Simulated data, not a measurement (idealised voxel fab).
Process module heading - voxel wiring stack
Cross-section cut spans 245 nm and uses square cells 5 nm in size.
In this document a cross-section is written as a grid of square cells. It is given as a series of bands, listed from the top down, and a band is one or more rows of cells.
Per band: top height and bottom height in nm, followed by the left-to-right materials and their widths in nm; "everywhere" marks a single material spanning edge to edge, "air" marks empty space.
Measure heights from 0. That's the level where, below it, the as-received wafer is all one material. The lowest band is bottomless and extends downward; write it as in "top 0, no bottom".
So if you see something like "30->40" for the width, read it as the top row of the band sitting at the first number and the bottom row at the second, with every row in between moving by the same amount as the last.
"same as before" after a step means that no cell of the cross-section changed.
"Closed void table" lists enclosed empty spaces (at least 8 cells, no open path upward to the top), each as width x height at distance from the left edge, in nm.
What comes after the settings on a step's line is commentary from the simulator itself on that step.
What "overlay nm" on a step's line means: if the step has a mask, that mask lay this far to the right of its planned place, or, when the value is negative, to the left.
BELOW IS THE LIST OF PLANNED PROCESS STEPS
1. RECEIVE: material Si
2. CONFORMAL_DEP: material SiO2, thk nm 15
3. DIRECTIONAL_DEP: material TiN, thk nm 5
4. DIRECTIONAL_DEP: material W, thk nm 25
5. MASKED_ETCH: tone cover, mask id METAL_1, width nm 25, pitch nm 50, etch materials W, depth nm 25, overlay nm 0
6. MASKED_ETCH: tone cover, mask id METAL_1, width nm 25, pitch nm 50, etch materials TiN, depth nm 5, overlay nm 0
7. CONFORMAL_DEP: material SiN, thk nm 5
8. FILL_DEP: material SiO2, thk nm 5
9. CMP: height nm 45
10. CONFORMAL_DEP: material SiCN, thk nm 5
11. DIRECTIONAL_DEP: material lowk, thk nm 15
12. DIRECTIONAL_DEP: material aC, thk nm 15
13. PATTERN: tone open, mask id PLUG_1, material resist, width nm 15, thk nm 35, overlay nm 0
14. DIRECTIONAL_ETCH: etch materials aC, depth nm 15
15. STRIP: etch materials resist
16. DIRECTIONAL_ETCH: etch materials lowk, depth nm 15
17. DIRECTIONAL_ETCH: etch materials SiCN, depth nm 5
18. STRIP: etch materials aC
19. EPI: material Ru, thk nm 10
20. EPI: material Ru, thk nm 10
21. DIRECTIONAL_DEP: material TiN, thk nm 5
22. DIRECTIONAL_DEP: material W, thk nm 20
23. PATTERN: tone cover, mask id METAL_2, material resist, width nm 25, pitch nm 50, thk nm 15, overlay nm 0
24. DIRECTIONAL_ETCH: etch materials W, depth nm 20
25. DIRECTIONAL_ETCH: etch materials TiN, depth nm 5
26. STRIP: etch materials resist
27. CONFORMAL_DEP: material SiCN, thk nm 5
28. FILL_DEP: material SiO2, thk nm 5
29. CMP: height nm 90
30. CONFORMAL_DEP: material SiCN, thk nm 5
31. DIRECTIONAL_DEP: material lowk, thk nm 30
32. MASKED_ETCH: tone open, mask id METAL_3, width nm 25, pitch nm 50, etch materials lowk, depth nm 15, overlay nm 0
33. PATTERN: tone open, mask id METAL_3_HOLES, material resist, width nm 15, thk nm 15, overlay nm 0
34. DIRECTIONAL_ETCH: etch materials lowk, depth nm 15
35. DIRECTIONAL_ETCH: etch materials SiCN, depth nm 5
36. STRIP: etch materials resist
37. CONFORMAL_DEP: material TiN, thk nm 5
38. FILL_DEP: material Cu, thk nm 10
39. CMP: height nm 125
40. CONFORMAL_DEP: material SiCN, thk nm 5
FIRST WAFER OUT OF TWO, PROCESSED AS PLANNED
CROSS-SECTION OF THE WAFER AT RECEIPT, WHICH IS THE CONDITION AFTER STEP 1
	top 0, no bottom | Si everywhere
	Closed void table: none
SO THIS IS THE WAFER CROSS-SECTION RIGHT AFTER STEP 2
	top 15, bottom 0 | SiO2 everywhere
	For the remainder of the cross-section, below 0, there is no change.
SO THIS IS THE WAFER CROSS-SECTION RIGHT AFTER STEP 3
	top 20, bottom 15 | TiN everywhere
	For the remainder of the cross-section, below 15, there is no change.
SO THIS IS THE WAFER CROSS-SECTION RIGHT AFTER STEP 4
	top 45, bottom 20 | W everywhere
	For the remainder of the cross-section, below 20, there is no change.
SO THIS IS THE WAFER CROSS-SECTION RIGHT AFTER STEP 5
	top 45, bottom 20 | air=85  W=25  air=25  W=25  air=85
	For the remainder of the cross-section, below 20, there is no change.
SO THIS IS THE WAFER CROSS-SECTION RIGHT AFTER STEP 6
	top 45, bottom 20 | air=85  W=25  air=25  W=25  air=85
	top 20, bottom 15 | air=85  TiN=25  air=25  TiN=25  air=85
	For the remainder of the cross-section, below 15, there is no change.
SO THIS IS THE WAFER CROSS-SECTION RIGHT AFTER STEP 7
	top 50, bottom 45 | air=80  SiN=35  air=15  SiN=35  air=80
	top 45, bottom 20 | air=80  SiN=5  W=25  SiN=5  air=15  SiN=5  W=25  SiN=5  air=80
	top 20, bottom 15 | SiN=85  TiN=25  SiN=25  TiN=25  SiN=85
	For the remainder of the cross-section, below 15, there is no change.
SO THIS IS THE WAFER CROSS-SECTION RIGHT AFTER STEP 8
	top 55, bottom 50 | SiO2 everywhere
	top 50, bottom 45 | SiO2=80  SiN=35  SiO2=15  SiN=35  SiO2=80
	top 45, bottom 20 | SiO2=80  SiN=5  W=25  SiN=5  SiO2=15  SiN=5  W=25  SiN=5  SiO2=80
	For the remainder of the cross-section, below 20, there is no change.
SO THIS IS THE WAFER CROSS-SECTION RIGHT AFTER STEP 9
	top 45, bottom 20 | SiO2=80  SiN=5  W=25  SiN=5  SiO2=15  SiN=5  W=25  SiN=5  SiO2=80
	For the remainder of the cross-section, below 20, there is no change.
SO THIS IS THE WAFER CROSS-SECTION RIGHT AFTER STEP 10
	top 50, bottom 45 | SiCN everywhere
	For the remainder of the cross-section, below 45, there is no change.
SO THIS IS THE WAFER CROSS-SECTION RIGHT AFTER STEP 11
	top 65, bottom 50 | lowk everywhere
	For the remainder of the cross-section, below 50, there is no change.
SO THIS IS THE WAFER CROSS-SECTION RIGHT AFTER STEP 12
	top 80, bottom 65 | aC everywhere
	For the remainder of the cross-section, below 65, there is no change.
SO THIS IS THE WAFER CROSS-SECTION RIGHT AFTER STEP 13
	top 115, bottom 80 | resist=85  air=15  resist=145
	For the remainder of the cross-section, below 80, there is no change.
SO THIS IS THE WAFER CROSS-SECTION RIGHT AFTER STEP 14
	top 100, bottom 80 | resist=85  air=15  resist=145
	top 80, bottom 65 | aC=85  air=15  aC=145
	For the remainder of the cross-section, below 65, there is no change.
SO THIS IS THE WAFER CROSS-SECTION RIGHT AFTER STEP 15
	top 80, bottom 65 | aC=85  air=15  aC=145
	For the remainder of the cross-section, below 65, there is no change.
SO THIS IS THE WAFER CROSS-SECTION RIGHT AFTER STEP 16
	top 80, bottom 65 | aC=85  air=15  aC=145
	top 65, bottom 50 | lowk=85  air=15  lowk=145
	For the remainder of the cross-section, below 50, there is no change.
SO THIS IS THE WAFER CROSS-SECTION RIGHT AFTER STEP 17
	top 80, bottom 65 | aC=85  air=15  aC=145
	top 65, bottom 50 | lowk=85  air=15  lowk=145
	top 50, bottom 45 | SiCN=85  air=15  SiCN=145
	For the remainder of the cross-section, below 45, there is no change.
SO THIS IS THE WAFER CROSS-SECTION RIGHT AFTER STEP 18
	top 65, bottom 50 | lowk=85  air=15  lowk=145
	For the remainder of the cross-section, below 50, there is no change.
SO THIS IS THE WAFER CROSS-SECTION RIGHT AFTER STEP 19
	top 65, bottom 55 | lowk=85  air=15  lowk=145
	top 55, bottom 50 | lowk=85  Ru=15  lowk=145
	top 50, bottom 45 | SiCN=85  Ru=15  SiCN=145
	For the remainder of the cross-section, below 45, there is no change.
SO THIS IS THE WAFER CROSS-SECTION RIGHT AFTER STEP 20
	top 65, bottom 50 | lowk=85  Ru=15  lowk=145
	For the remainder of the cross-section, below 50, there is no change.
SO THIS IS THE WAFER CROSS-SECTION RIGHT AFTER STEP 21
	top 70, bottom 65 | TiN everywhere
	For the remainder of the cross-section, below 65, there is no change.
SO THIS IS THE WAFER CROSS-SECTION RIGHT AFTER STEP 22
	top 90, bottom 70 | W everywhere
	For the remainder of the cross-section, below 70, there is no change.
SO THIS IS THE WAFER CROSS-SECTION RIGHT AFTER STEP 23
	top 105, bottom 90 | air=85  resist=25  air=25  resist=25  air=85
	For the remainder of the cross-section, below 90, there is no change.
SO THIS IS THE WAFER CROSS-SECTION RIGHT AFTER STEP 24
	top 105, bottom 90 | air=85  resist=25  air=25  resist=25  air=85
	top 90, bottom 70 | air=85  W=25  air=25  W=25  air=85
	For the remainder of the cross-section, below 70, there is no change.
SO THIS IS THE WAFER CROSS-SECTION RIGHT AFTER STEP 25
	top 105, bottom 90 | air=85  resist=25  air=25  resist=25  air=85
	top 90, bottom 70 | air=85  W=25  air=25  W=25  air=85
	top 70, bottom 65 | air=85  TiN=25  air=25  TiN=25  air=85
	For the remainder of the cross-section, below 65, there is no change.
SO THIS IS THE WAFER CROSS-SECTION RIGHT AFTER STEP 26
	top 90, bottom 70 | air=85  W=25  air=25  W=25  air=85
	For the remainder of the cross-section, below 70, there is no change.
SO THIS IS THE WAFER CROSS-SECTION RIGHT AFTER STEP 27
	top 95, bottom 90 | air=80  SiCN=35  air=15  SiCN=35  air=80
	top 90, bottom 70 | air=80  SiCN=5  W=25  SiCN=5  air=15  SiCN=5  W=25  SiCN=5  air=80
	top 70, bottom 65 | SiCN=85  TiN=25  SiCN=25  TiN=25  SiCN=85
	For the remainder of the cross-section, below 65, there is no change.
SO THIS IS THE WAFER CROSS-SECTION RIGHT AFTER STEP 28
	top 100, bottom 95 | SiO2 everywhere
	top 95, bottom 90 | SiO2=80  SiCN=35  SiO2=15  SiCN=35  SiO2=80
	top 90, bottom 70 | SiO2=80  SiCN=5  W=25  SiCN=5  SiO2=15  SiCN=5  W=25  SiCN=5  SiO2=80
	For the remainder of the cross-section, below 70, there is no change.
SO THIS IS THE WAFER CROSS-SECTION RIGHT AFTER STEP 29
	top 90, bottom 70 | SiO2=80  SiCN=5  W=25  SiCN=5  SiO2=15  SiCN=5  W=25  SiCN=5  SiO2=80
	For the remainder of the cross-section, below 70, there is no change.
SO THIS IS THE WAFER CROSS-SECTION RIGHT AFTER STEP 30
	top 95, bottom 90 | SiCN everywhere
	For the remainder of the cross-section, below 90, there is no change.
SO THIS IS THE WAFER CROSS-SECTION RIGHT AFTER STEP 31
	top 125, bottom 95 | lowk everywhere
	For the remainder of the cross-section, below 95, there is no change.
SO THIS IS THE WAFER CROSS-SECTION RIGHT AFTER STEP 32
	top 125, bottom 110 | lowk=85  air=25  lowk=25  air=25  lowk=85
	For the remainder of the cross-section, below 110, there is no change.
SO THIS IS THE WAFER CROSS-SECTION RIGHT AFTER STEP 33
	top 140, bottom 125 | resist=85  air=15  resist=145
	top 125, bottom 110 | lowk=85  air=15  resist=10  lowk=25  resist=25  lowk=85
	For the remainder of the cross-section, below 110, there is no change.
SO THIS IS THE WAFER CROSS-SECTION RIGHT AFTER STEP 34
	top 140, bottom 125 | resist=85  air=15  resist=145
	top 125, bottom 110 | lowk=85  air=15  resist=10  lowk=25  resist=25  lowk=85
	top 110, bottom 95 | lowk=85  air=15  lowk=145
	For the remainder of the cross-section, below 95, there is no change.
SO THIS IS THE WAFER CROSS-SECTION RIGHT AFTER STEP 35
	top 140, bottom 125 | resist=85  air=15  resist=145
	top 125, bottom 110 | lowk=85  air=15  resist=10  lowk=25  resist=25  lowk=85
	top 110, bottom 95 | lowk=85  air=15  lowk=145
	top 95, bottom 90 | SiCN=85  air=15  SiCN=145
	For the remainder of the cross-section, below 90, there is no change.
SO THIS IS THE WAFER CROSS-SECTION RIGHT AFTER STEP 36
	top 125, bottom 110 | lowk=85  air=25  lowk=25  air=25  lowk=85
	For the remainder of the cross-section, below 110, there is no change.
SO THIS IS THE WAFER CROSS-SECTION RIGHT AFTER STEP 37
	top 130, bottom 125 | TiN=90  air=15  TiN=35  air=15  TiN=90
	top 125, bottom 115 | lowk=85  TiN=5  air=15  TiN=5  lowk=25  TiN=5  air=15  TiN=5  lowk=85
	top 115, bottom 110 | lowk=85  TiN=5  air=5  TiN=15  lowk=25  TiN=25  lowk=85
	top 110, bottom 95 | lowk=85  TiN=5  air=5  TiN=5  lowk=145
	top 95, bottom 90 | SiCN=85  TiN=15  SiCN=145
	For the remainder of the cross-section, below 90, there is no change.
SO THIS IS THE WAFER CROSS-SECTION RIGHT AFTER STEP 38
	top 140, bottom 130 | Cu everywhere
	top 130, bottom 125 | TiN=90  Cu=15  TiN=35  Cu=15  TiN=90
	top 125, bottom 115 | lowk=85  TiN=5  Cu=15  TiN=5  lowk=25  TiN=5  Cu=15  TiN=5  lowk=85
	top 115, bottom 110 | lowk=85  TiN=5  Cu=5  TiN=15  lowk=25  TiN=25  lowk=85
	top 110, bottom 95 | lowk=85  TiN=5  Cu=5  TiN=5  lowk=145
	For the remainder of the cross-section, below 95, there is no change.
SO THIS IS THE WAFER CROSS-SECTION RIGHT AFTER STEP 39
	top 125, bottom 115 | lowk=85  TiN=5  Cu=15  TiN=5  lowk=25  TiN=5  Cu=15  TiN=5  lowk=85
	For the remainder of the cross-section, below 115, there is no change.
SO THIS IS THE WAFER CROSS-SECTION RIGHT AFTER STEP 40
	top 130, bottom 125 | SiCN everywhere
	For the remainder of the cross-section, below 125, there is no change.
THE SECOND WAFER: COMMON ORIGIN AND PLAN, ONE MISTAKE IN EXECUTION, IDENTICAL TO THE FIRST THROUGH STEP 19
LOOK AT THE SECOND WAFER IN CROSS-SECTION AT THE TIME STEP 20 OUGHT TO HAVE FINISHED
	top 70, bottom 65 | TiN=85  air=15  TiN=145
	top 65, bottom 60 | lowk=85  air=15  lowk=145
	top 60, bottom 55 | lowk=85  TiN=15  lowk=145
	For the remainder of the cross-section, below 55, there is no change.
LOOK AT THE SECOND WAFER IN CROSS-SECTION AT THE TIME STEP 21 OUGHT TO HAVE FINISHED
	top 80, bottom 70 | Ru everywhere
	top 70, bottom 65 | TiN=85  Ru=15  TiN=145
	top 65, bottom 60 | lowk=85  Ru=15  lowk=145
	For the remainder of the cross-section, below 60, there is no change.
LOOK AT THE SECOND WAFER IN CROSS-SECTION AT THE TIME STEP 22 OUGHT TO HAVE FINISHED
	top 100, bottom 80 | W everywhere
	For the remainder of the cross-section, below 80, there is no change.
LOOK AT THE SECOND WAFER IN CROSS-SECTION AT THE TIME STEP 23 OUGHT TO HAVE FINISHED
	top 115, bottom 100 | air=85  resist=25  air=25  resist=25  air=85
	For the remainder of the cross-section, below 100, there is no change.
LOOK AT THE SECOND WAFER IN CROSS-SECTION AT THE TIME STEP 24 OUGHT TO HAVE FINISHED
	top 115, bottom 100 | air=85  resist=25  air=25  resist=25  air=85
	top 100, bottom 80 | air=85  W=25  air=25  W=25  air=85
	For the remainder of the cross-section, below 80, there is no change.
Look at the second wafer in cross-section at the time step 25 ought to have finished: same as before
LOOK AT THE SECOND WAFER IN CROSS-SECTION AT THE TIME STEP 26 OUGHT TO HAVE FINISHED
	top 100, bottom 80 | air=85  W=25  air=25  W=25  air=85
	For the remainder of the cross-section, below 80, there is no change.
LOOK AT THE SECOND WAFER IN CROSS-SECTION AT THE TIME STEP 27 OUGHT TO HAVE FINISHED
	top 105, bottom 100 | air=80  SiCN=35  air=15  SiCN=35  air=80
	top 100, bottom 85 | air=80  SiCN=5  W=25  SiCN=5  air=15  SiCN=5  W=25  SiCN=5  air=80
	top 85, bottom 80 | SiCN=85  W=25  SiCN=25  W=25  SiCN=85
	For the remainder of the cross-section, below 80, there is no change.
LOOK AT THE SECOND WAFER IN CROSS-SECTION AT THE TIME STEP 28 OUGHT TO HAVE FINISHED
	top 110, bottom 105 | SiO2 everywhere
	top 105, bottom 100 | SiO2=80  SiCN=35  SiO2=15  SiCN=35  SiO2=80
	top 100, bottom 85 | SiO2=80  SiCN=5  W=25  SiCN=5  SiO2=15  SiCN=5  W=25  SiCN=5  SiO2=80
	For the remainder of the cross-section, below 85, there is no change.
LOOK AT THE SECOND WAFER IN CROSS-SECTION AT THE TIME STEP 29 OUGHT TO HAVE FINISHED
	top 90, bottom 85 | SiO2=80  SiCN=5  W=25  SiCN=5  SiO2=15  SiCN=5  W=25  SiCN=5  SiO2=80
	For the remainder of the cross-section, below 85, there is no change.
LOOK AT THE SECOND WAFER IN CROSS-SECTION AT THE TIME STEP 30 OUGHT TO HAVE FINISHED
	top 95, bottom 90 | SiCN everywhere
	For the remainder of the cross-section, below 90, there is no change.
LOOK AT THE SECOND WAFER IN CROSS-SECTION AT THE TIME STEP 31 OUGHT TO HAVE FINISHED
	top 125, bottom 95 | lowk everywhere
	For the remainder of the cross-section, below 95, there is no change.
LOOK AT THE SECOND WAFER IN CROSS-SECTION AT THE TIME STEP 32 OUGHT TO HAVE FINISHED
	top 125, bottom 110 | lowk=85  air=25  lowk=25  air=25  lowk=85
	For the remainder of the cross-section, below 110, there is no change.
LOOK AT THE SECOND WAFER IN CROSS-SECTION AT THE TIME STEP 33 OUGHT TO HAVE FINISHED
	top 140, bottom 125 | resist=85  air=15  resist=145
	top 125, bottom 110 | lowk=85  air=15  resist=10  lowk=25  resist=25  lowk=85
	For the remainder of the cross-section, below 110, there is no change.
LOOK AT THE SECOND WAFER IN CROSS-SECTION AT THE TIME STEP 34 OUGHT TO HAVE FINISHED
	top 140, bottom 125 | resist=85  air=15  resist=145
	top 125, bottom 110 | lowk=85  air=15  resist=10  lowk=25  resist=25  lowk=85
	top 110, bottom 95 | lowk=85  air=15  lowk=145
	For the remainder of the cross-section, below 95, there is no change.
LOOK AT THE SECOND WAFER IN CROSS-SECTION AT THE TIME STEP 35 OUGHT TO HAVE FINISHED
	top 140, bottom 125 | resist=85  air=15  resist=145
	top 125, bottom 110 | lowk=85  air=15  resist=10  lowk=25  resist=25  lowk=85
	top 110, bottom 95 | lowk=85  air=15  lowk=145
	top 95, bottom 90 | SiCN=85  air=15  SiCN=145
	For the remainder of the cross-section, below 90, there is no change.
LOOK AT THE SECOND WAFER IN CROSS-SECTION AT THE TIME STEP 36 OUGHT TO HAVE FINISHED
	top 125, bottom 110 | lowk=85  air=25  lowk=25  air=25  lowk=85
	For the remainder of the cross-section, below 110, there is no change.
LOOK AT THE SECOND WAFER IN CROSS-SECTION AT THE TIME STEP 37 OUGHT TO HAVE FINISHED
	top 130, bottom 125 | TiN=90  air=15  TiN=35  air=15  TiN=90
	top 125, bottom 115 | lowk=85  TiN=5  air=15  TiN=5  lowk=25  TiN=5  air=15  TiN=5  lowk=85
	top 115, bottom 110 | lowk=85  TiN=5  air=5  TiN=15  lowk=25  TiN=25  lowk=85
	top 110, bottom 95 | lowk=85  TiN=5  air=5  TiN=5  lowk=145
	top 95, bottom 90 | SiCN=85  TiN=15  SiCN=145
	For the remainder of the cross-section, below 90, there is no change.
LOOK AT THE SECOND WAFER IN CROSS-SECTION AT THE TIME STEP 38 OUGHT TO HAVE FINISHED
	top 140, bottom 130 | Cu everywhere
	top 130, bottom 125 | TiN=90  Cu=15  TiN=35  Cu=15  TiN=90
	top 125, bottom 115 | lowk=85  TiN=5  Cu=15  TiN=5  lowk=25  TiN=5  Cu=15  TiN=5  lowk=85
	top 115, bottom 110 | lowk=85  TiN=5  Cu=5  TiN=15  lowk=25  TiN=25  lowk=85
	top 110, bottom 95 | lowk=85  TiN=5  Cu=5  TiN=5  lowk=145
	For the remainder of the cross-section, below 95, there is no change.
LOOK AT THE SECOND WAFER IN CROSS-SECTION AT THE TIME STEP 39 OUGHT TO HAVE FINISHED
	top 125, bottom 115 | lowk=85  TiN=5  Cu=15  TiN=5  lowk=25  TiN=5  Cu=15  TiN=5  lowk=85
	For the remainder of the cross-section, below 115, there is no change.
LOOK AT THE SECOND WAFER IN CROSS-SECTION AT THE TIME STEP 40 OUGHT TO HAVE FINISHED
	top 130, bottom 125 | SiCN everywhere
	For the remainder of the cross-section, below 125, there is no change.
Misprocessing identified: note: step 20 <-> step 21, run order reversed vs plan
The closing comparison, in cells, has the second wafer with more or fewer of some materials than the first: 98 more of Ru, 12 fewer of SiCN, 105 fewer of SiO2, 39 more of TiN, 20 fewer of W
